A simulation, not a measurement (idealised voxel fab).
process module | voxel trench capacitor
cross-section cut | 260 nm wide | cells 5 nm
A cross-section is a grid of square cells, given in bands from the top down. A band is one or more rows of cells.
Each band's line starts with the height of the band's top and of its bottom, in nm. Then come its materials from left to right, each with its width in nm. One material with "throughout" fills the band from edge to edge. "air" is empty space.
Height 0 is the level under which the wafer as received is all one material. The lowest band goes on downwards, as in "0 down".
A width such as "30 to 40" changes by the same amount from each row of cells to the next, from the band's top row to its bottom row.
"no change" after a step means that no cell of the cross-section changed.
closed voids: empty space of 8 cells or more with no open way to the top, each as width x height at its distance from the left edge, in nm
after a step's settings: what the simulator itself notes on the step
overlay nm, on a step with a mask: how far to the right of its planned place the mask lay; to the left if negative
plan
1 op RECEIVE | material Si
2 op CONFORMAL_DEP | material SiN | thk nm 10
3 op DIRECTIONAL_DEP | material aC | thk nm 15
4 op PATTERN | tone open | mask id TRENCH | material resist | width nm 30 | pitch nm 60 | thk nm 35 | overlay nm 0
5 op DIRECTIONAL_ETCH | etch materials aC | depth nm 15
6 op STRIP | etch materials resist
7 op DIRECTIONAL_ETCH | etch materials SiN | depth nm 10
8 op DIRECTIONAL_ETCH | etch materials Si | depth nm 40
9 op STRIP | etch materials aC
10 op CONFORMAL_DEP | material HfO2 | thk nm 5
11 op CONFORMAL_DEP | material TiN | thk nm 5
12 op FILL_DEP | material W | thk nm 10
13 op CMP | height nm 10
as received, after step 1
  0 down: Si throughout
  closed voids: none
a wafer at the end: this start, this plan, one mistake
  10 to 0: SiN 30 | HfO2 5 | TiN 5 | W 5 | TiN 5 | HfO2 5 | SiN 35 | HfO2 5 | TiN 5 | W 5 | TiN 5 | HfO2 5 | SiN 35 | HfO2 5 | TiN 5 | W 5 | TiN 5 | HfO2 5 | SiN 35 | HfO2 5 | TiN 5 | W 5 | TiN 5 | HfO2 5 | SiN 25
  0 to -30: Si 30 | HfO2 5 | TiN 5 | W 5 | TiN 5 | HfO2 5 | Si 35 | HfO2 5 | TiN 5 | W 5 | TiN 5 | HfO2 5 | Si 35 | HfO2 5 | TiN 5 | W 5 | TiN 5 | HfO2 5 | Si 35 | HfO2 5 | TiN 5 | W 5 | TiN 5 | HfO2 5 | Si 25
  -30 to -35: Si 30 | HfO2 5 | TiN 15 | HfO2 5 | Si 35 | HfO2 5 | TiN 15 | HfO2 5 | Si 35 | HfO2 5 | TiN 15 | HfO2 5 | Si 35 | HfO2 5 | TiN 15 | HfO2 5 | Si 25
  -35 to -40: Si 30 | HfO2 25 | Si 35 | HfO2 25 | Si 35 | HfO2 25 | Si 35 | HfO2 25 | Si 25
  -40 down: Si throughout
  closed voids: none
what went wrong: step 4 ran as: op PATTERN | tone open | mask id TRENCH | material resist | width nm 25 | pitch nm 60 | thk nm 35 | overlay nm 0
